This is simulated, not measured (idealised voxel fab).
The process module that follows is named voxel transistor to metal.
This is section cut - it's 300 nm across, gridded in 5 nm square cells.
Format of a cross-section: grid, square cells. Given as bands. Order: top down. Band: one or more rows of cells. Read a band's entry like this: the first values are the height of its top and the height of its bottom in nm, and what follows is the sequence of materials from left to right, each with its width in nm. Note that "blank" is empty space, and that a single material marked "edge to edge" reaches across the band from edge to edge. Height datum 0, below which the as-received substrate wafer is one material. Lowest band open at the bottom, running downward: "0..down". Width spec "30..40" -> top row of cells at first value, bottom row at second value, equal per-row change in between. For the purposes of this document, the phrase "left unchanged" attached to a step denotes that no cell within the cross-section was modified by that step. Any empty space of 8 cells or more lacking an open way to the top shows up in "Enclosed empty spaces" as width x height at distance, distance from the left edge, in nm. Read whatever lies past the settings on a step's line as the simulator's own remark about the step. overlay nm: where the mask lay relative to plan, measured to the right, on steps with a mask; negatives go left.
### Process steps - plan
- 1: op RECEIVE | material Si
- 2: op OXIDIZE | depth nm 5
- 3: op CONFORMAL_DEP | material SiN | thk nm 10
- 4: op PATTERN | tone cover | mask id ACTIVE | material resist | width nm 110 | pitch nm 140 | thk nm 20 | overlay nm 0
- 5: op DIRECTIONAL_ETCH | etch materials SiN | depth nm 10
- 6: op DIRECTIONAL_ETCH | etch materials SiO2 | depth nm 5
- 7: op DIRECTIONAL_ETCH | etch materials Si | depth nm 20
- 8: op STRIP | etch materials resist
- 9: op FILL_DEP | material SiO2 | thk nm 10
- 10: op CMP | height nm 10
- 11: op SELECTIVE_ETCH | etch materials SiO2 | depth nm 5
- 12: op STRIP | etch materials SiN
- 13: op SELECTIVE_ETCH | etch materials SiO2 | depth nm 5
- 14: op OXIDIZE | depth nm 5
- 15: op DIRECTIONAL_DEP | material polySi | thk nm 25
- 16: op DIRECTIONAL_DEP | material SiCN | thk nm 10
- 17: op MASKED_ETCH | tone cover | mask id GATE | width nm 20 | pitch nm 140 | etch materials SiCN | depth nm 20 | overlay nm 0
- 18: op MASKED_ETCH | tone cover | mask id GATE | width nm 20 | pitch nm 140 | etch materials polySi | depth nm 35 | overlay nm 0
- 19: op CONFORMAL_DEP | material SiN | thk nm 5
- 20: op DIRECTIONAL_ETCH | etch materials SiN | depth nm 5
- 21: op DIRECTIONAL_ETCH | etch materials SiO2 | depth nm 5
- 22: op DIRECTIONAL_ETCH | etch materials Si | depth nm 15
- 23: op EPI | material SiGe | thk nm 15
- 24: op FILL_DEP | material SiO2 | thk nm 5
- 25: op CMP | height nm 30
- 26: op DIRECTIONAL_DEP | material SiO2 | thk nm 15
- 27: op MASKED_ETCH | tone open | mask id CONTACT | width nm 35 | etch materials SiO2 | depth nm 55 | overlay nm 0
- 28: op CONFORMAL_DEP | material TiN | thk nm 5
- 29: op FILL_DEP | material W | thk nm 5
- 30: op CMP | height nm 45
- 31: op CONFORMAL_DEP | material SiN | thk nm 5
- 32: op DIRECTIONAL_DEP | material lowk | thk nm 25
- 33: op MASKED_ETCH | tone open | mask id METAL_1 | width nm 20 | etch materials lowk | depth nm 25 | overlay nm 0
- 34: op MASKED_ETCH | tone open | mask id METAL_1 | width nm 20 | etch materials SiN | depth nm 5 | overlay nm 0
- 35: op CONFORMAL_DEP | material TiN | thk nm 5
- 36: op FILL_DEP | material Ru | thk nm 5
- 37: op CMP | height nm 75
- 38: op EPI | material Ru | thk nm 5
- 39: op FILL_DEP | material SiCN | thk nm 5
- 40: op DIRECTIONAL_DEP | material SiO2 | thk nm 35
- 41: op DIRECTIONAL_DEP | material aC | thk nm 10
- 42: op PATTERN | tone open | mask id METAL_2 | material resist | width nm 20 | pitch nm 140 | thk nm 30 | overlay nm 0
- 43: op DIRECTIONAL_ETCH | etch materials aC | depth nm 10
- 44: op STRIP | etch materials resist
- 45: op DIRECTIONAL_ETCH | etch materials SiO2 | depth nm 20
- 46: op STRIP | etch materials aC
- 47: op PATTERN | tone open | mask id METAL_2_HOLES | material resist | width nm 15 | pitch nm 140 | thk nm 20 | overlay nm 0
- 48: op DIRECTIONAL_ETCH | etch materials SiO2 | depth nm 15
- 49: op DIRECTIONAL_ETCH | etch materials SiCN | depth nm 5
- 50: op STRIP | etch materials resist
- 51: op CONFORMAL_DEP | material TiN | thk nm 5
- 52: op FILL_DEP | material Ru | thk nm 5
- 53: op CMP | height nm 120
- 54: op CONFORMAL_DEP | material SiCN | thk nm 5
### Cross-section of the wafer as it came to us, i.e., already through step 1
> 0..down  Si edge to edge
> Enclosed empty spaces: none
### Wafer at module end, in section. Began as above, planned as above, run with one mistake
> 125..120  SiCN edge to edge
> 120..105  SiO2: 30 | TiN: 5 | Ru: 10 | TiN: 5 | SiO2: 120 | TiN: 5 | Ru: 10 | TiN: 5 | SiO2: 110
> 105..100  SiO2: 30 | TiN: 5 | Ru: 5 | TiN: 10 | SiO2: 120 | TiN: 5 | Ru: 5 | TiN: 10 | SiO2: 110
> 100..85  SiO2: 30 | TiN: 5 | Ru: 5 | TiN: 5 | SiO2: 125 | TiN: 5 | Ru: 5 | TiN: 5 | SiO2: 115
> 85..80  SiCN: 30 | TiN: 15 | SiCN: 125 | TiN: 15 | SiCN: 115
> 80..75  SiCN: 20 | Ru: 30 | SiCN: 50 | Ru: 30 | SiCN: 30 | Ru: 30 | SiCN: 50 | Ru: 30 | SiCN: 30
> 75..55  lowk: 25 | TiN: 5 | Ru: 10 | TiN: 5 | lowk: 60 | TiN: 5 | Ru: 10 | TiN: 5 | lowk: 40 | TiN: 5 | Ru: 10 | TiN: 5 | lowk: 60 | TiN: 5 | Ru: 10 | TiN: 5 | lowk: 35
> 55..50  lowk: 25 | TiN: 10 | Ru: 5 | TiN: 5 | lowk: 60 | TiN: 10 | Ru: 5 | TiN: 5 | lowk: 40 | TiN: 10 | Ru: 5 | TiN: 5 | lowk: 60 | TiN: 10 | Ru: 5 | TiN: 5 | lowk: 35
> 50..45  SiN: 30 | TiN: 15 | SiN: 65 | TiN: 15 | SiN: 45 | TiN: 15 | SiN: 65 | TiN: 15 | SiN: 35
> 45..30  SiO2: 30 | TiN: 5 | W: 25 | TiN: 5 | SiO2: 30 | TiN: 5 | W: 25 | TiN: 5 | SiO2: 40 | TiN: 5 | W: 25 | TiN: 5 | SiO2: 30 | TiN: 5 | W: 25 | TiN: 5 | SiO2: 30
> 30..20  SiO2: 30 | TiN: 5 | W: 25 | TiN: 5 | SiN: 5 | SiCN: 20 | SiN: 5 | TiN: 5 | W: 25 | TiN: 5 | SiO2: 40 | TiN: 5 | W: 25 | TiN: 5 | SiN: 5 | SiCN: 20 | SiN: 5 | TiN: 5 | W: 25 | TiN: 5 | SiO2: 30
> 20..10  SiO2: 30 | TiN: 5 | W: 25 | TiN: 5 | SiN: 5 | polySi: 20 | SiN: 5 | TiN: 5 | W: 25 | TiN: 5 | SiO2: 40 | TiN: 5 | W: 25 | TiN: 5 | SiN: 5 | polySi: 20 | SiN: 5 | TiN: 5 | W: 25 | TiN: 5 | SiO2: 30
> 10..5  SiO2: 30 | TiN: 5 | W: 10 | TiN: 20 | SiN: 5 | polySi: 20 | SiN: 5 | TiN: 20 | W: 10 | TiN: 5 | SiO2: 40 | TiN: 5 | W: 10 | TiN: 20 | SiN: 5 | polySi: 20 | SiN: 5 | TiN: 20 | W: 10 | TiN: 5 | SiO2: 30
> 5..0  SiO2: 30 | TiN: 5 | W: 10 | TiN: 5 | SiGe: 15 | SiN: 5 | polySi: 20 | SiN: 5 | SiGe: 15 | TiN: 5 | W: 10 | TiN: 5 | SiO2: 40 | TiN: 5 | W: 10 | TiN: 5 | SiGe: 15 | SiN: 5 | polySi: 20 | SiN: 5 | SiGe: 15 | TiN: 5 | W: 10 | TiN: 5 | SiO2: 30
> 0..-5  SiO2: 20 | SiN: 5 | SiO2: 5 | TiN: 5 | W: 10 | TiN: 5 | SiGe: 15 | SiN: 5 | polySi: 20 | SiN: 5 | SiGe: 15 | TiN: 5 | W: 10 | TiN: 5 | SiO2: 5 | SiN: 5 | SiO2: 20 | SiN: 5 | SiO2: 5 | TiN: 5 | W: 10 | TiN: 5 | SiGe: 15 | SiN: 5 | polySi: 20 | SiN: 5 | SiGe: 15 | TiN: 5 | W: 10 | TiN: 5 | SiO2: 5 | SiN: 5 | SiO2: 20
> -5..-10  SiO2: 30 | TiN: 20 | SiGe: 15 | SiO2: 30 | SiGe: 15 | TiN: 20 | SiO2: 40 | TiN: 20 | SiGe: 15 | SiO2: 30 | SiGe: 15 | TiN: 20 | SiO2: 30
> -10..-25  SiO2: 25 | SiGe: 40 | Si: 30 | SiGe: 40 | SiO2: 30 | SiGe: 40 | Si: 30 | SiGe: 40 | SiO2: 25
> -25..down  Si edge to edge
> Enclosed empty spaces: none
Finding, execution versus plan: step 33 was not run as planned; what actually ran was op MASKED_ETCH | tone open | mask id METAL_1 | width nm 20 | etch materials lowk | depth nm 25 | overlay nm -5
